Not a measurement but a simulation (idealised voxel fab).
Herein follows the process module entitled voxel capacitor over wiring.
The cross-section on display is named cut; it measures 280 nm wide, and its cells are 5 nm squares.
If you're reading a cross-section in this doc, picture square cells in a grid; it comes to you as bands, top ones listed first down to the bottom, and a band can be one or more rows of cells.
For a band, the entry starts with two heights in nm, that of the top and then that of the bottom, and carries on with the band's materials in order from left to right, each alongside its width in nm; the word "edge to edge" beside a single material means it fills the band edge to edge, and "empty" means empty space.
Ref level 0: as-received wafer is one material below here. Bottom band extends down with no lower bound ("0 -> down").
The expression "30->40" gives the width at the extremes of the band, the first number at its top row of cells and the second at its bottom row, with the width changing by equal amounts from each row to the next in between.
Reading "no change" for a step: not a cell of the cross-section changed in it.
The list in "Fully closed voids" covers empty spaces of 8 cells or more that cannot reach the top through any open way, and it gives each as width x height at distance; the distance is from the left edge, and width, height and distance are in nm.
Heads up: the bit after the settings on a step's line is the simulator's remark on that step.
overlay nm: mask offset rightward from planned place, masked step; negative means leftward offset.
## List of planned process steps
1,RECEIVE | material Si
2,CONFORMAL_DEP | material SiO2 | thk nm 15
3,CONFORMAL_DEP | material SiN | thk nm 5
4,DIRECTIONAL_DEP | material lowk | thk nm 20
5,PATTERN | tone open | mask id METAL_1 | material resist | width nm 30 | pitch nm 80 | thk nm 15 | overlay nm 0
6,DIRECTIONAL_ETCH | etch materials lowk | depth nm 20
7,DIRECTIONAL_ETCH | etch materials SiN | depth nm 5
8,STRIP | etch materials resist
9,CONFORMAL_DEP | material TiN | thk nm 5
10,FILL_DEP | material W | thk nm 5
11,CMP | height nm 40
12,CONFORMAL_DEP | material SiCN | thk nm 5
13,DIRECTIONAL_DEP | material SiO2 | thk nm 10
14,DIRECTIONAL_DEP | material aC | thk nm 10
15,PATTERN | tone open | mask id PLUG_1 | material resist | width nm 15 | thk nm 30 | overlay nm 0
16,DIRECTIONAL_ETCH | etch materials aC | depth nm 10
17,STRIP | etch materials resist
18,DIRECTIONAL_ETCH | etch materials SiO2 | depth nm 10
19,DIRECTIONAL_ETCH | etch materials SiCN | depth nm 5
20,STRIP | etch materials aC
21,CONFORMAL_DEP | material TiN | thk nm 5
22,FILL_DEP | material Ru | thk nm 5
23,CMP | height nm 55
24,DIRECTIONAL_DEP | material TiN | thk nm 10
25,DIRECTIONAL_DEP | material Al2O3 | thk nm 5
26,DIRECTIONAL_DEP | material TiN | thk nm 5
27,MASKED_ETCH | tone cover | mask id UPPER_PLATE | width nm 55 | etch materials TiN | depth nm 5 | overlay nm 0
28,MASKED_ETCH | tone cover | mask id UPPER_PLATE | width nm 55 | etch materials Al2O3 | depth nm 5 | overlay nm 0
29,PATTERN | tone cover | mask id LOWER_PLATE | material resist | width nm 65 | thk nm 15 | overlay nm 0
30,DIRECTIONAL_ETCH | etch materials TiN | depth nm 10
31,STRIP | etch materials resist
32,FILL_DEP | material SiO2 | thk nm 15
33,CMP | height nm 85
34,PATTERN | tone open | mask id PLUG_2 | material resist | width nm 15 | thk nm 15 | overlay nm 0
35,DIRECTIONAL_ETCH | etch materials SiO2 | depth nm 10
36,STRIP | etch materials resist
37,CONFORMAL_DEP | material TiN | thk nm 5
38,FILL_DEP | material Cu | thk nm 5
39,CMP | height nm 85
40,CONFORMAL_DEP | material SiCN | thk nm 5
## The first of two wafers, run as planned
## As-received state of the wafer in cross-section, equivalent to post-step 1
  0 -> down: Si edge to edge
  Fully closed voids: none
## Cross-section of the wafer subsequent to step 2
  15 -> 0: SiO2 edge to edge
  Anything lower than 0 is untouched.
## Cross-section of the wafer subsequent to step 3
  20 -> 15: SiN edge to edge
  Anything lower than 15 is untouched.
## Cross-section of the wafer subsequent to step 4
  40 -> 20: lowk edge to edge
  Anything lower than 20 is untouched.
## Cross-section of the wafer subsequent to step 5
  55 -> 40: resist (85)  empty (30)  resist (50)  empty (30)  resist (85)
  Anything lower than 40 is untouched.
## Cross-section of the wafer subsequent to step 6
  55 -> 40: resist (85)  empty (30)  resist (50)  empty (30)  resist (85)
  40 -> 20: lowk (85)  empty (30)  lowk (50)  empty (30)  lowk (85)
  Anything lower than 20 is untouched.
## Cross-section of the wafer subsequent to step 7
  55 -> 40: resist (85)  empty (30)  resist (50)  empty (30)  resist (85)
  40 -> 20: lowk (85)  empty (30)  lowk (50)  empty (30)  lowk (85)
  20 -> 15: SiN (85)  empty (30)  SiN (50)  empty (30)  SiN (85)
  Anything lower than 15 is untouched.
## Cross-section of the wafer subsequent to step 8
  40 -> 20: lowk (85)  empty (30)  lowk (50)  empty (30)  lowk (85)
  Anything lower than 20 is untouched.
## Cross-section of the wafer subsequent to step 9
  45 -> 40: TiN (90)  empty (20)  TiN (60)  empty (20)  TiN (90)
  40 -> 20: lowk (85)  TiN (5)  empty (20)  TiN (5)  lowk (50)  TiN (5)  empty (20)  TiN (5)  lowk (85)
  20 -> 15: SiN (85)  TiN (30)  SiN (50)  TiN (30)  SiN (85)
  Anything lower than 15 is untouched.
## Cross-section of the wafer subsequent to step 10
  50 -> 45: W edge to edge
  45 -> 40: TiN (90)  W (20)  TiN (60)  W (20)  TiN (90)
  40 -> 20: lowk (85)  TiN (5)  W (20)  TiN (5)  lowk (50)  TiN (5)  W (20)  TiN (5)  lowk (85)
  Anything lower than 20 is untouched.
## Cross-section of the wafer subsequent to step 11
  40 -> 20: lowk (85)  TiN (5)  W (20)  TiN (5)  lowk (50)  TiN (5)  W (20)  TiN (5)  lowk (85)
  Anything lower than 20 is untouched.
## Cross-section of the wafer subsequent to step 12
  45 -> 40: SiCN edge to edge
  Anything lower than 40 is untouched.
## Cross-section of the wafer subsequent to step 13
  55 -> 45: SiO2 edge to edge
  Anything lower than 45 is untouched.
## Cross-section of the wafer subsequent to step 14
  65 -> 55: aC edge to edge
  Anything lower than 55 is untouched.
## Cross-section of the wafer subsequent to step 15
  95 -> 65: resist (100)  empty (15)  resist (165)
  Anything lower than 65 is untouched.
## Cross-section of the wafer subsequent to step 16
  85 -> 65: resist (100)  empty (15)  resist (165)
  65 -> 55: aC (100)  empty (15)  aC (165)
  Anything lower than 55 is untouched.
## Cross-section of the wafer subsequent to step 17
  65 -> 55: aC (100)  empty (15)  aC (165)
  Anything lower than 55 is untouched.
## Cross-section of the wafer subsequent to step 18
  65 -> 55: aC (100)  empty (15)  aC (165)
  55 -> 45: SiO2 (100)  empty (15)  SiO2 (165)
  Anything lower than 45 is untouched.
## Cross-section of the wafer subsequent to step 19
  65 -> 55: aC (100)  empty (15)  aC (165)
  55 -> 45: SiO2 (100)  empty (15)  SiO2 (165)
  45 -> 40: SiCN (100)  empty (15)  SiCN (165)
  Anything lower than 40 is untouched.
## Cross-section of the wafer subsequent to step 20
  55 -> 45: SiO2 (100)  empty (15)  SiO2 (165)
  Anything lower than 45 is untouched.
## Cross-section of the wafer subsequent to step 21
  60 -> 55: TiN (105)  empty (5)  TiN (170)
  55 -> 45: SiO2 (100)  TiN (5)  empty (5)  TiN (5)  SiO2 (165)
  45 -> 40: SiCN (100)  TiN (15)  SiCN (165)
  Anything lower than 40 is untouched.
## Cross-section of the wafer subsequent to step 22
  65 -> 60: Ru edge to edge
  60 -> 55: TiN (105)  Ru (5)  TiN (170)
  55 -> 45: SiO2 (100)  TiN (5)  Ru (5)  TiN (5)  SiO2 (165)
  Anything lower than 45 is untouched.
## Cross-section of the wafer subsequent to step 23
  55 -> 45: SiO2 (100)  TiN (5)  Ru (5)  TiN (5)  SiO2 (165)
  Anything lower than 45 is untouched.
## Cross-section of the wafer subsequent to step 24
  65 -> 55: TiN edge to edge
  Anything lower than 55 is untouched.
## Cross-section of the wafer subsequent to step 25
  70 -> 65: Al2O3 edge to edge
  Anything lower than 65 is untouched.
## Cross-section of the wafer subsequent to step 26
  75 -> 70: TiN edge to edge
  Anything lower than 70 is untouched.
## Cross-section of the wafer subsequent to step 27
  75 -> 70: empty (100)  TiN (55)  empty (125)
  Anything lower than 70 is untouched.
## Cross-section of the wafer subsequent to step 28
  75 -> 70: empty (100)  TiN (55)  empty (125)
  70 -> 65: empty (100)  Al2O3 (55)  empty (125)
  Anything lower than 65 is untouched.
## Cross-section of the wafer subsequent to step 29
  90 -> 75: empty (95)  resist (65)  empty (120)
  75 -> 70: empty (95)  resist (5)  TiN (55)  resist (5)  empty (120)
  70 -> 65: empty (95)  resist (5)  Al2O3 (55)  resist (5)  empty (120)
  Anything lower than 65 is untouched.
## Cross-section of the wafer subsequent to step 30
  90 -> 75: empty (95)  resist (65)  empty (120)
  75 -> 70: empty (95)  resist (5)  TiN (55)  resist (5)  empty (120)
  70 -> 65: empty (95)  resist (5)  Al2O3 (55)  resist (5)  empty (120)
  65 -> 55: empty (95)  TiN (65)  empty (120)
  Anything lower than 55 is untouched.
## Cross-section of the wafer subsequent to step 31
  75 -> 70: empty (100)  TiN (55)  empty (125)
  70 -> 65: empty (100)  Al2O3 (55)  empty (125)
  Anything lower than 65 is untouched.
## Cross-section of the wafer subsequent to step 32
  90 -> 75: SiO2 edge to edge
  75 -> 70: SiO2 (100)  TiN (55)  SiO2 (125)
  70 -> 65: SiO2 (100)  Al2O3 (55)  SiO2 (125)
  65 -> 55: SiO2 (95)  TiN (65)  SiO2 (120)
  Anything lower than 55 is untouched.
## Cross-section of the wafer subsequent to step 33
  85 -> 75: SiO2 edge to edge
  Anything lower than 75 is untouched.
## Cross-section of the wafer subsequent to step 34
  100 -> 85: resist (110)  empty (15)  resist (155)
  Anything lower than 85 is untouched.
## Cross-section of the wafer subsequent to step 35
  100 -> 85: resist (110)  empty (15)  resist (155)
  85 -> 75: SiO2 (110)  empty (15)  SiO2 (155)
  Anything lower than 75 is untouched.
## Cross-section of the wafer subsequent to step 36
  85 -> 75: SiO2 (110)  empty (15)  SiO2 (155)
  Anything lower than 75 is untouched.
## Cross-section of the wafer subsequent to step 37
  90 -> 85: TiN (115)  empty (5)  TiN (160)
  85 -> 80: SiO2 (110)  TiN (5)  empty (5)  TiN (5)  SiO2 (155)
  80 -> 70: SiO2 (110->100)  TiN (15->55)  SiO2 (155->125)
  Anything lower than 70 is untouched.
## Cross-section of the wafer subsequent to step 38
  95 -> 90: Cu edge to edge
  90 -> 85: TiN (115)  Cu (5)  TiN (160)
  85 -> 80: SiO2 (110)  TiN (5)  Cu (5)  TiN (5)  SiO2 (155)
  Anything lower than 80 is untouched.
## Cross-section of the wafer subsequent to step 39
  85 -> 80: SiO2 (110)  TiN (5)  Cu (5)  TiN (5)  SiO2 (155)
  Anything lower than 80 is untouched.
## Cross-section of the wafer subsequent to step 40
  90 -> 85: SiCN edge to edge
  Anything lower than 85 is untouched.
## Second of two: same start, same plan, one run error; steps up to and including 33 match the first
## Second wafer, cross-section, planned end of step 34
  100 -> 85: empty (110)  resist (15)  empty (155)
  Anything lower than 85 is untouched.
## Second wafer, cross-section, planned end of step 35
  100 -> 85: empty (110)  resist (15)  empty (155)
  85 -> 75: empty (110)  SiO2 (15)  empty (155)
  Anything lower than 75 is untouched.
## Second wafer, cross-section, planned end of step 36
  85 -> 75: empty (110)  SiO2 (15)  empty (155)
  Anything lower than 75 is untouched.
## Second wafer, cross-section, planned end of step 37
  90 -> 85: empty (105)  TiN (25)  empty (150)
  85 -> 80: empty (105)  TiN (5)  SiO2 (15)  TiN (5)  empty (150)
  80 -> 75: TiN (110)  SiO2 (15)  TiN (155)
  Anything lower than 75 is untouched.
## Second wafer, cross-section, planned end of step 38
  95 -> 90: Cu edge to edge
  90 -> 85: Cu (105)  TiN (25)  Cu (150)
  85 -> 80: Cu (105)  TiN (5)  SiO2 (15)  TiN (5)  Cu (150)
  Anything lower than 80 is untouched.
## Second wafer, cross-section, planned end of step 39
  85 -> 80: Cu (105)  TiN (5)  SiO2 (15)  TiN (5)  Cu (150)
  Anything lower than 80 is untouched.
## Second wafer, cross-section, planned end of step 40
  90 -> 85: SiCN edge to edge
  Anything lower than 85 is untouched.
Diagnosis: in deviation from the planned setting, step 34 was conducted as PATTERN | tone cover | mask id PLUG_2 | material resist | width nm 15 | thk nm 15 | overlay nm 0
at the end the second wafer has, in cells: Cu +50; SiO2 -100; TiN +50
